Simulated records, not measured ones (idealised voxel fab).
voxel double patterning: a process module
Section shown: cut. Width: 225 nm. Cell size: 5 nm, square.
For the purposes of this document, a cross-section shall be understood as a grid of square cells, specified as bands listed in top-to-bottom order, each band consisting of one or more rows of cells. What a band's entry tells you: where the top is and where the bottom is, as heights in nm, and after that what lies inside, material by material from left to right, each with its width in nm. Empty space is written as the word "empty", and a single material marked with the word "everywhere" occupies the band from edge to edge. Heights are expressed relative to 0, this being the level below which the as-received wafer comprises one material exclusively. The lowest band is unbounded in the downward direction and is denoted as in "from 0 down". Graded width ("30 to 40"): value in top row of band = first number; value in bottom row = second number; row-to-row change constant. "no modification" (step): cross-section cells unchanged, all of them. "Listed closed voids" specifies each empty space that is not open to the top and that occupies no fewer than 8 cells, using the form width x height at distance, the distance measured from the left edge and all three quantities in nm. Post-settings text on a step line: simulator's own remark regarding the step. If you see "overlay nm" on a step's line and that step has a mask, it's telling you how far right of where it was planned the mask ended up; a negative number means it went left instead.

THE PLANNED PROCESS STEPS ARE ENUMERATED HEREUNDER
1 RECEIVE: material Si
2 CONFORMAL_DEP: material SiO2, thk nm 5
3 DIRECTIONAL_DEP: material W, thk nm 20
4 DIRECTIONAL_DEP: material SiCN, thk nm 10
5 DIRECTIONAL_DEP: material aC, thk nm 15
6 PATTERN: tone open, mask id FIRST, material resist, width nm 15, pitch nm 50, thk nm 35, overlay nm 0
7 DIRECTIONAL_ETCH: etch materials aC, depth nm 15
8 STRIP: etch materials resist
9 DIRECTIONAL_ETCH: etch materials SiCN, depth nm 10
10 STRIP: etch materials aC
11 DIRECTIONAL_DEP: material aC, thk nm 10
12 PATTERN: tone open, mask id SECOND, material resist, width nm 15, thk nm 25, overlay nm 0
13 DIRECTIONAL_ETCH: etch materials aC, depth nm 10
14 STRIP: etch materials resist
15 DIRECTIONAL_ETCH: etch materials SiCN, depth nm 10
16 STRIP: etch materials aC
17 DIRECTIONAL_ETCH: etch materials W, depth nm 20
18 STRIP: etch materials SiCN

FIRST OUT OF TWO WAFERS; RUN WENT TO PLAN

DELIVERED WAFER IN CROSS-SECTION: STATE AFTER STEP 1
  from 0 down | Si everywhere
  Listed closed voids: none

UPON COMPLETION OF STEP 2, THE WAFER APPEARS IN CROSS-SECTION AS SHOWN
  from 5 to 0 | SiO2 everywhere
  Unchanged below 0.

UPON COMPLETION OF STEP 3, THE WAFER APPEARS IN CROSS-SECTION AS SHOWN
  from 25 to 5 | W everywhere
  Unchanged below 5.

UPON COMPLETION OF STEP 4, THE WAFER APPEARS IN CROSS-SECTION AS SHOWN
  from 35 to 25 | SiCN everywhere
  Unchanged below 25.

UPON COMPLETION OF STEP 5, THE WAFER APPEARS IN CROSS-SECTION AS SHOWN
  from 50 to 35 | aC everywhere
  Unchanged below 35.

UPON COMPLETION OF STEP 6, THE WAFER APPEARS IN CROSS-SECTION AS SHOWN
  from 85 to 50 | 80 nm resist, 15 nm empty, 35 nm resist, 15 nm empty, 80 nm resist
  Unchanged below 50.

UPON COMPLETION OF STEP 7, THE WAFER APPEARS IN CROSS-SECTION AS SHOWN
  from 70 to 50 | 80 nm resist, 15 nm empty, 35 nm resist, 15 nm empty, 80 nm resist
  from 50 to 35 | 80 nm aC, 15 nm empty, 35 nm aC, 15 nm empty, 80 nm aC
  Unchanged below 35.

UPON COMPLETION OF STEP 8, THE WAFER APPEARS IN CROSS-SECTION AS SHOWN
  from 50 to 35 | 80 nm aC, 15 nm empty, 35 nm aC, 15 nm empty, 80 nm aC
  Unchanged below 35.

UPON COMPLETION OF STEP 9, THE WAFER APPEARS IN CROSS-SECTION AS SHOWN
  from 50 to 35 | 80 nm aC, 15 nm empty, 35 nm aC, 15 nm empty, 80 nm aC
  from 35 to 25 | 80 nm SiCN, 15 nm empty, 35 nm SiCN, 15 nm empty, 80 nm SiCN
  Unchanged below 25.

UPON COMPLETION OF STEP 10, THE WAFER APPEARS IN CROSS-SECTION AS SHOWN
  from 35 to 25 | 80 nm SiCN, 15 nm empty, 35 nm SiCN, 15 nm empty, 80 nm SiCN
  Unchanged below 25.

UPON COMPLETION OF STEP 11, THE WAFER APPEARS IN CROSS-SECTION AS SHOWN
  from 45 to 35 | 80 nm aC, 15 nm empty, 35 nm aC, 15 nm empty, 80 nm aC
  from 35 to 25 | 80 nm SiCN, 15 nm aC, 35 nm SiCN, 15 nm aC, 80 nm SiCN
  Unchanged below 25.

UPON COMPLETION OF STEP 12, THE WAFER APPEARS IN CROSS-SECTION AS SHOWN
  from 70 to 45 | 105 nm resist, 15 nm empty, 105 nm resist
  from 45 to 35 | 80 nm aC, 15 nm resist, 35 nm aC, 15 nm resist, 80 nm aC
  Unchanged below 35.

UPON COMPLETION OF STEP 13, THE WAFER APPEARS IN CROSS-SECTION AS SHOWN
  from 60 to 45 | 105 nm resist, 15 nm empty, 105 nm resist
  from 45 to 35 | 80 nm aC, 15 nm resist, 10 nm aC, 15 nm empty, 10 nm aC, 15 nm resist, 80 nm aC
  Unchanged below 35.

UPON COMPLETION OF STEP 14, THE WAFER APPEARS IN CROSS-SECTION AS SHOWN
  from 45 to 35 | 80 nm aC, 15 nm empty, 10 nm aC, 15 nm empty, 10 nm aC, 15 nm empty, 80 nm aC
  Unchanged below 35.

UPON COMPLETION OF STEP 15, THE WAFER APPEARS IN CROSS-SECTION AS SHOWN
  from 45 to 35 | 80 nm aC, 15 nm empty, 10 nm aC, 15 nm empty, 10 nm aC, 15 nm empty, 80 nm aC
  from 35 to 25 | 80 nm SiCN, 15 nm aC, 10 nm SiCN, 15 nm empty, 10 nm SiCN, 15 nm aC, 80 nm SiCN
  Unchanged below 25.

UPON COMPLETION OF STEP 16, THE WAFER APPEARS IN CROSS-SECTION AS SHOWN
  from 35 to 25 | 80 nm SiCN, 15 nm empty, 10 nm SiCN, 15 nm empty, 10 nm SiCN, 15 nm empty, 80 nm SiCN
  Unchanged below 25.

UPON COMPLETION OF STEP 17, THE WAFER APPEARS IN CROSS-SECTION AS SHOWN
  from 35 to 25 | 80 nm SiCN, 15 nm empty, 10 nm SiCN, 15 nm empty, 10 nm SiCN, 15 nm empty, 80 nm SiCN
  from 25 to 5 | 80 nm W, 15 nm empty, 10 nm W, 15 nm empty, 10 nm W, 15 nm empty, 80 nm W
  Unchanged below 5.

UPON COMPLETION OF STEP 18, THE WAFER APPEARS IN CROSS-SECTION AS SHOWN
  from 25 to 5 | 80 nm W, 15 nm empty, 10 nm W, 15 nm empty, 10 nm W, 15 nm empty, 80 nm W
  Unchanged below 5.

THE SECOND WAFER BEGAN EXACTLY AS THE FIRST DID AND FOLLOWED THE SAME PLAN, BUT ONE MISTAKE WAS MADE WHILE RUNNING IT; THROUGH STEP 16 INCLUSIVE, THE TWO WAFERS ARE IDENTICAL

AT THE PLANNED END OF STEP 17, THE SECOND WAFER IN CROSS-SECTION
  from 35 to 25 | 80 nm SiCN, 15 nm empty, 10 nm SiCN, 15 nm empty, 10 nm SiCN, 15 nm empty, 80 nm SiCN
  from 25 to 10 | 80 nm W, 15 nm empty, 10 nm W, 15 nm empty, 10 nm W, 15 nm empty, 80 nm W
  Unchanged below 10.

AT THE PLANNED END OF STEP 18, THE SECOND WAFER IN CROSS-SECTION
  from 25 to 10 | 80 nm W, 15 nm empty, 10 nm W, 15 nm empty, 10 nm W, 15 nm empty, 80 nm W
  Unchanged below 10.
So what did we get wrong on this run? step 17 was not run as planned; what actually ran was DIRECTIONAL_ETCH: etch materials W, depth nm 15
The final cell counts differ between the wafers, with the second having more or fewer of some materials than the first: W +9
